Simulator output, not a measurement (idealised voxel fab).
Presented below is a process module, voxel transistor to metal.
The figure presents cross-section cut, which has a width of 150 nm and is divided into square cells with an edge length of 5 nm.
Cross-section = grid of square cells, listed top down in bands; band = one or more rows.
First you get the band's top height and its bottom height, in nm, and then the materials it's made of, left to right, with each width in nm. If you see a single material with "throughout", that one covers the band edge to edge. "blank" is empty space.
Ref level 0: as-received wafer is one material below here. Bottom band extends down with no lower bound ("0 nm and below").
Width: "30..40" (first number = top row, second number = bottom row, same change from row to row of cells).
What does "left unchanged" mean for a step? It means no cell of the cross-section changed in that step.
Entry "Entrapped voids" = empty spaces >= 8 cells with no open way to the top; each as width x height at distance, distance from left edge, all nm.
What comes after the settings on a step's line is commentary from the simulator itself on that step.
overlay nm: right-of-plan distance of the mask on a masked step; negative values mean left-of-plan.
### List of planned process steps
1,RECEIVE,material Si
2,CONFORMAL_DEP,material SiO2,thk nm 5
3,CONFORMAL_DEP,material SiN,thk nm 10
4,PATTERN,tone cover,mask id ACTIVE,material resist,width nm 90,thk nm 15,overlay nm 0
5,DIRECTIONAL_ETCH,etch materials SiN,depth nm 10
6,DIRECTIONAL_ETCH,etch materials SiO2,depth nm 5
7,DIRECTIONAL_ETCH,etch materials Si,depth nm 30
8,STRIP,etch materials resist
9,FILL_DEP,material SiO2,thk nm 5
10,CMP,height nm 15
11,SELECTIVE_ETCH,etch materials SiO2,depth nm 5
12,STRIP,etch materials SiN
13,SELECTIVE_ETCH,etch materials SiO2,depth nm 5
14,OXIDIZE,depth nm 5
15,DIRECTIONAL_DEP,material polySi,thk nm 30
16,DIRECTIONAL_DEP,material SiCN,thk nm 15
17,DIRECTIONAL_DEP,material aC,thk nm 15
18,PATTERN,tone cover,mask id GATE,material resist,width nm 20,thk nm 35,overlay nm 0
19,DIRECTIONAL_ETCH,etch materials aC,depth nm 15
20,STRIP,etch materials resist
21,DIRECTIONAL_ETCH,etch materials SiCN,depth nm 25
22,DIRECTIONAL_ETCH,etch materials polySi,depth nm 40
23,STRIP,etch materials aC
24,CONFORMAL_DEP,material SiN,thk nm 5
25,DIRECTIONAL_ETCH,etch materials SiN,depth nm 5
26,DIRECTIONAL_ETCH,etch materials SiO2,depth nm 5
27,DIRECTIONAL_ETCH,etch materials Si,depth nm 10
28,EPI,material SiGe,thk nm 15
29,FILL_DEP,material SiO2,thk nm 10
30,CMP,height nm 45
31,DIRECTIONAL_DEP,material SiO2,thk nm 15
32,DIRECTIONAL_DEP,material aC,thk nm 15
33,PATTERN,tone open,mask id CONTACT,material resist,width nm 15,pitch nm 65,thk nm 35,overlay nm 0
34,DIRECTIONAL_ETCH,etch materials aC,depth nm 15
35,STRIP,etch materials resist
36,DIRECTIONAL_ETCH,etch materials SiO2,depth nm 50
37,STRIP,etch materials aC
38,CONFORMAL_DEP,material TiN,thk nm 5
39,FILL_DEP,material Ru,thk nm 5
40,CMP,height nm 60
41,CONFORMAL_DEP,material SiN,thk nm 5
42,DIRECTIONAL_DEP,material SiO2,thk nm 25
43,MASKED_ETCH,tone open,mask id METAL_1,width nm 15,pitch nm 65,etch materials SiO2,depth nm 25,overlay nm 0
44,MASKED_ETCH,tone open,mask id METAL_1,width nm 15,pitch nm 65,etch materials SiN,depth nm 5,overlay nm 0
45,CONFORMAL_DEP,material TiN,thk nm 5
46,FILL_DEP,material Ru,thk nm 5
47,CMP,height nm 90
48,CONFORMAL_DEP,material SiCN,thk nm 5
For clarity, it should be stated that the wafers under discussion commence in an identical condition and differ with respect to the depth nm of step 36, the plan indicating the value that the first wafer had.
### First wafer of several, as received: cross-section after step 1
* 0 nm and below: Si throughout
* Entrapped voids: none
### The rows of the table below are wafers. Looking at the end of the module, a row counts, for every material, the cells the wafer has gained, shown as (+), or lost, shown as (-), since it was received; its closed voids come next
depth nm 50 | +28 Ru | -114 Si | +42 SiCN | +48 SiGe | +44 SiN | +430 SiO2 | +68 TiN | +24 polySi | Entrapped voids: none
depth nm 55 | +28 Ru | -114 Si | +42 SiCN | +48 SiGe | +44 SiN | +426 SiO2 | +72 TiN | +24 polySi | Entrapped voids: none
depth nm 60 | +28 Ru | -114 Si | +42 SiCN | +48 SiGe | +44 SiN | +422 SiO2 | +76 TiN | +24 polySi | Entrapped voids: none
depth nm 65 | +28 Ru | -114 Si | +42 SiCN | +48 SiGe | +44 SiN | +422 SiO2 | +76 TiN | +24 polySi | Entrapped voids: none
depth nm 70 | +28 Ru | -114 Si | +42 SiCN | +48 SiGe | +44 SiN | +422 SiO2 | +76 TiN | +24 polySi | Entrapped voids: none
depth nm 75 | +28 Ru | -114 Si | +42 SiCN | +48 SiGe | +44 SiN | +422 SiO2 | +76 TiN | +24 polySi | Entrapped voids: none
